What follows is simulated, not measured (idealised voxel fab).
The document below concerns the process module designated voxel capacitor over wiring.
We display cut, a cross-section 170 nm in width whose square cells are each 5 nm.
Cross-section format: a grid of square cells, given as bands from top to bottom; each band is one or more rows of cells. The band entry comprises the height of the band's top followed by the height of its bottom, expressed in nm, and subsequently the band's materials from left to right, each stated together with its width in nm. Where a single material is marked with the word "everywhere", that material fills the band from edge to edge. The word "air" represents empty space. Heads up on the height convention: 0 is the point under which the incoming wafer is all one material, and the lowest band has no bottom, it just keeps going down, like "0 down". With a width like "30->40", each row of cells in the band differs from the next by the same amount, the top row carrying the first number and the bottom row the second. When a step is marked "nothing altered", none of the cells in the cross-section changed during that step. "Completely enclosed voids": empty spaces of 8 cells or more with no open way to the top, each given as width x height at distance, distance from the left edge, all in nm. Heads up: the bit after the settings on a step's line is the simulator's remark on that step. The optional step-line setting "overlay nm" applies to steps with a mask and quantifies how far to the right of its planned location the mask lay, a negative value indicating leftward placement.
## Below is the list of planned process steps
- 1: RECEIVE (material Si)
- 2: CONFORMAL_DEP (material SiO2; thk nm 10)
- 3: CONFORMAL_DEP (material SiCN; thk nm 5)
- 4: DIRECTIONAL_DEP (material lowk; thk nm 25)
- 5: MASKED_ETCH (tone open; mask id METAL_1; width nm 30; pitch nm 100; etch materials lowk; depth nm 25; overlay nm 0)
- 6: MASKED_ETCH (tone open; mask id METAL_1; width nm 30; pitch nm 100; etch materials SiCN; depth nm 5; overlay nm 0)
- 7: CONFORMAL_DEP (material TiN; thk nm 5)
- 8: FILL_DEP (material Ru; thk nm 5)
- 9: CMP (height nm 40)
- 10: CONFORMAL_DEP (material SiCN; thk nm 5)
- 11: DIRECTIONAL_DEP (material SiO2; thk nm 10)
- 12: DIRECTIONAL_DEP (material aC; thk nm 10)
- 13: PATTERN (tone open; mask id PLUG_1; material resist; width nm 15; thk nm 30; overlay nm 0)
- 14: DIRECTIONAL_ETCH (etch materials aC; depth nm 10)
- 15: STRIP (etch materials resist)
- 16: DIRECTIONAL_ETCH (etch materials SiO2; depth nm 10)
- 17: DIRECTIONAL_ETCH (etch materials SiCN; depth nm 5)
- 18: STRIP (etch materials aC)
- 19: EPI (material Ru; thk nm 10)
- 20: EPI (material Ru; thk nm 5)
- 21: DIRECTIONAL_DEP (material TiN; thk nm 5)
- 22: DIRECTIONAL_DEP (material SiN; thk nm 5)
- 23: DIRECTIONAL_DEP (material TiN; thk nm 5)
- 24: DIRECTIONAL_DEP (material aC; thk nm 10)
- 25: PATTERN (tone cover; mask id UPPER_PLATE; material resist; width nm 75; thk nm 30; overlay nm 0)
- 26: DIRECTIONAL_ETCH (etch materials aC; depth nm 10)
- 27: STRIP (etch materials resist)
- 28: DIRECTIONAL_ETCH (etch materials TiN; depth nm 5)
- 29: DIRECTIONAL_ETCH (etch materials SiN; depth nm 5)
- 30: STRIP (etch materials aC)
- 31: PATTERN (tone cover; mask id LOWER_PLATE; material resist; width nm 85; thk nm 20; overlay nm 0)
- 32: DIRECTIONAL_ETCH (etch materials TiN; depth nm 5)
- 33: STRIP (etch materials resist)
- 34: FILL_DEP (material SiO2; thk nm 20)
- 35: CMP (height nm 85)
- 36: PATTERN (tone open; mask id PLUG_2; material resist; width nm 15; thk nm 15; overlay nm 0)
- 37: DIRECTIONAL_ETCH (etch materials SiO2; depth nm 15)
- 38: STRIP (etch materials resist)
- 39: CONFORMAL_DEP (material TiN; thk nm 5)
- 40: FILL_DEP (material W; thk nm 10)
- 41: CMP (height nm 85)
- 42: CONFORMAL_DEP (material SiN; thk nm 5)
## What follows covers the first of two wafers; it ran as planned
## The cross-section here shows the wafer as received, i.e. in its state after step 1
  0 down = Si everywhere
  Completely enclosed voids: none
## Cross-section: wafer state after step 2
  10 to 0 = SiO2 everywhere
  At heights below 0, the structure remains unaltered.
## Cross-section: wafer state after step 3
  15 to 10 = SiCN everywhere
  At heights below 10, the structure remains unaltered.
## Cross-section: wafer state after step 4
  40 to 15 = lowk everywhere
  At heights below 15, the structure remains unaltered.
## Cross-section: wafer state after step 5
  40 to 15 = lowk: 20, air: 30, lowk: 70, air: 30, lowk: 20
  At heights below 15, the structure remains unaltered.
## Cross-section: wafer state after step 6
  40 to 15 = lowk: 20, air: 30, lowk: 70, air: 30, lowk: 20
  15 to 10 = SiCN: 20, air: 30, SiCN: 70, air: 30, SiCN: 20
  At heights below 10, the structure remains unaltered.
## Cross-section: wafer state after step 7
  45 to 40 = TiN: 25, air: 20, TiN: 80, air: 20, TiN: 25
  40 to 15 = lowk: 20, TiN: 5, air: 20, TiN: 5, lowk: 70, TiN: 5, air: 20, TiN: 5, lowk: 20
  15 to 10 = SiCN: 20, TiN: 30, SiCN: 70, TiN: 30, SiCN: 20
  At heights below 10, the structure remains unaltered.
## Cross-section: wafer state after step 8
  50 to 45 = Ru everywhere
  45 to 40 = TiN: 25, Ru: 20, TiN: 80, Ru: 20, TiN: 25
  40 to 15 = lowk: 20, TiN: 5, Ru: 20, TiN: 5, lowk: 70, TiN: 5, Ru: 20, TiN: 5, lowk: 20
  At heights below 15, the structure remains unaltered.
## Cross-section: wafer state after step 9
  40 to 15 = lowk: 20, TiN: 5, Ru: 20, TiN: 5, lowk: 70, TiN: 5, Ru: 20, TiN: 5, lowk: 20
  At heights below 15, the structure remains unaltered.
## Cross-section: wafer state after step 10
  45 to 40 = SiCN everywhere
  At heights below 40, the structure remains unaltered.
## Cross-section: wafer state after step 11
  55 to 45 = SiO2 everywhere
  At heights below 45, the structure remains unaltered.
## Cross-section: wafer state after step 12
  65 to 55 = aC everywhere
  At heights below 55, the structure remains unaltered.
## Cross-section: wafer state after step 13
  95 to 65 = resist: 35, air: 15, resist: 120
  At heights below 65, the structure remains unaltered.
## Cross-section: wafer state after step 14
  85 to 65 = resist: 35, air: 15, resist: 120
  65 to 55 = aC: 35, air: 15, aC: 120
  At heights below 55, the structure remains unaltered.
## Cross-section: wafer state after step 15
  65 to 55 = aC: 35, air: 15, aC: 120
  At heights below 55, the structure remains unaltered.
## Cross-section: wafer state after step 16
  65 to 55 = aC: 35, air: 15, aC: 120
  55 to 45 = SiO2: 35, air: 15, SiO2: 120
  At heights below 45, the structure remains unaltered.
## Cross-section: wafer state after step 17
  65 to 55 = aC: 35, air: 15, aC: 120
  55 to 45 = SiO2: 35, air: 15, SiO2: 120
  45 to 40 = SiCN: 35, air: 15, SiCN: 120
  At heights below 40, the structure remains unaltered.
## Cross-section: wafer state after step 18
  55 to 45 = SiO2: 35, air: 15, SiO2: 120
  At heights below 45, the structure remains unaltered.
## Cross-section: wafer state after step 19
  55 to 50 = SiO2: 35, air: 15, SiO2: 120
  50 to 45 = SiO2: 35, Ru: 15, SiO2: 120
  45 to 40 = SiCN: 35, Ru: 15, SiCN: 120
  At heights below 40, the structure remains unaltered.
## Cross-section: wafer state after step 20
  55 to 45 = SiO2: 35, Ru: 15, SiO2: 120
  At heights below 45, the structure remains unaltered.
## Cross-section: wafer state after step 21
  60 to 55 = TiN everywhere
  At heights below 55, the structure remains unaltered.
## Cross-section: wafer state after step 22
  65 to 60 = SiN everywhere
  At heights below 60, the structure remains unaltered.
## Cross-section: wafer state after step 23
  70 to 65 = TiN everywhere
  At heights below 65, the structure remains unaltered.
## Cross-section: wafer state after step 24
  80 to 70 = aC everywhere
  At heights below 70, the structure remains unaltered.
## Cross-section: wafer state after step 25
  110 to 80 = air: 35, resist: 75, air: 60
  At heights below 80, the structure remains unaltered.
## Cross-section: wafer state after step 26
  100 to 80 = air: 35, resist: 75, air: 60
  80 to 70 = air: 35, aC: 75, air: 60
  At heights below 70, the structure remains unaltered.
## Cross-section: wafer state after step 27
  80 to 70 = air: 35, aC: 75, air: 60
  At heights below 70, the structure remains unaltered.
## Cross-section: wafer state after step 28
  80 to 70 = air: 35, aC: 75, air: 60
  70 to 65 = air: 35, TiN: 75, air: 60
  At heights below 65, the structure remains unaltered.
## Cross-section: wafer state after step 29
  80 to 70 = air: 35, aC: 75, air: 60
  70 to 65 = air: 35, TiN: 75, air: 60
  65 to 60 = air: 35, SiN: 75, air: 60
  At heights below 60, the structure remains unaltered.
## Cross-section: wafer state after step 30
  70 to 65 = air: 35, TiN: 75, air: 60
  At heights below 65, the structure remains unaltered.
## Cross-section: wafer state after step 31
  90 to 70 = air: 30, resist: 85, air: 55
  70 to 65 = air: 30, resist: 5, TiN: 75, resist: 5, air: 55
  65 to 60 = air: 30, resist: 5, SiN: 75, resist: 5, air: 55
  At heights below 60, the structure remains unaltered.
## Cross-section: wafer state after step 32
  90 to 70 = air: 30, resist: 85, air: 55
  70 to 65 = air: 30, resist: 5, TiN: 75, resist: 5, air: 55
  65 to 60 = air: 30, resist: 5, SiN: 75, resist: 5, air: 55
  60 to 55 = air: 30, TiN: 85, air: 55
  At heights below 55, the structure remains unaltered.
## Cross-section: wafer state after step 33
  70 to 65 = air: 35, TiN: 75, air: 60
  65 to 60 = air: 35, SiN: 75, air: 60
  At heights below 60, the structure remains unaltered.
## Cross-section: wafer state after step 34
  90 to 70 = SiO2 everywhere
  70 to 65 = SiO2: 35, TiN: 75, SiO2: 60
  65 to 60 = SiO2: 35, SiN: 75, SiO2: 60
  60 to 55 = SiO2: 30, TiN: 85, SiO2: 55
  At heights below 55, the structure remains unaltered.
## Cross-section: wafer state after step 35
  85 to 70 = SiO2 everywhere
  At heights below 70, the structure remains unaltered.
## Cross-section: wafer state after step 36
  100 to 85 = resist: 45, air: 15, resist: 110
  At heights below 85, the structure remains unaltered.
## Cross-section: wafer state after step 37
  100 to 85 = resist: 45, air: 15, resist: 110
  85 to 70 = SiO2: 45, air: 15, SiO2: 110
  At heights below 70, the structure remains unaltered.
## Cross-section: wafer state after step 38
  85 to 70 = SiO2: 45, air: 15, SiO2: 110
  At heights below 70, the structure remains unaltered.
## Cross-section: wafer state after step 39
  90 to 85 = TiN: 50, air: 5, TiN: 115
  85 to 75 = SiO2: 45, TiN: 5, air: 5, TiN: 5, SiO2: 110
  75 to 65 = SiO2: 45->35, TiN: 15->75, SiO2: 110->60
  At heights below 65, the structure remains unaltered.
## Cross-section: wafer state after step 40
  100 to 90 = W everywhere
  90 to 85 = TiN: 50, W: 5, TiN: 115
  85 to 75 = SiO2: 45, TiN: 5, W: 5, TiN: 5, SiO2: 110
  At heights below 75, the structure remains unaltered.
## Cross-section: wafer state after step 41
  85 to 75 = SiO2: 45, TiN: 5, W: 5, TiN: 5, SiO2: 110
  At heights below 75, the structure remains unaltered.
## Cross-section: wafer state after step 42
  90 to 85 = SiN everywhere
  At heights below 85, the structure remains unaltered.
## Second wafer: same start and same plan as the first, one execution error; identical to the first through step 33
## Second wafer shown in cross-section at the time step 34 was slated to end
  90 to 70 = aC everywhere
  70 to 65 = aC: 35, TiN: 75, aC: 60
  65 to 60 = aC: 35, SiN: 75, aC: 60
  60 to 55 = aC: 30, TiN: 85, aC: 55
  At heights below 55, the structure remains unaltered.
## Second wafer shown in cross-section at the time step 35 was slated to end
  85 to 70 = aC everywhere
  At heights below 70, the structure remains unaltered.
## Second wafer shown in cross-section at the time step 36 was slated to end
  100 to 85 = resist: 45, air: 15, resist: 110
  At heights below 85, the structure remains unaltered.
Second wafer shown in cross-section at the time step 37 was slated to end: nothing altered
## Second wafer shown in cross-section at the time step 38 was slated to end
  85 to 70 = aC everywhere
  At heights below 70, the structure remains unaltered.
## Second wafer shown in cross-section at the time step 39 was slated to end
  90 to 85 = TiN everywhere
  At heights below 85, the structure remains unaltered.
## Second wafer shown in cross-section at the time step 40 was slated to end
  100 to 90 = W everywhere
  At heights below 90, the structure remains unaltered.
## Second wafer shown in cross-section at the time step 41 was slated to end
  85 to 70 = aC everywhere
  At heights below 70, the structure remains unaltered.
## Second wafer shown in cross-section at the time step 42 was slated to end
  90 to 85 = SiN everywhere
  At heights below 85, the structure remains unaltered.
Plan not followed: rather than as planned, step 34 actually ran as FILL_DEP (material aC; thk nm 20)
At the finish, the second wafer shows more or fewer cells for some materials than the first does: SiO2: 148 fewer | TiN: 7 fewer | W: 2 fewer | aC: 157 more
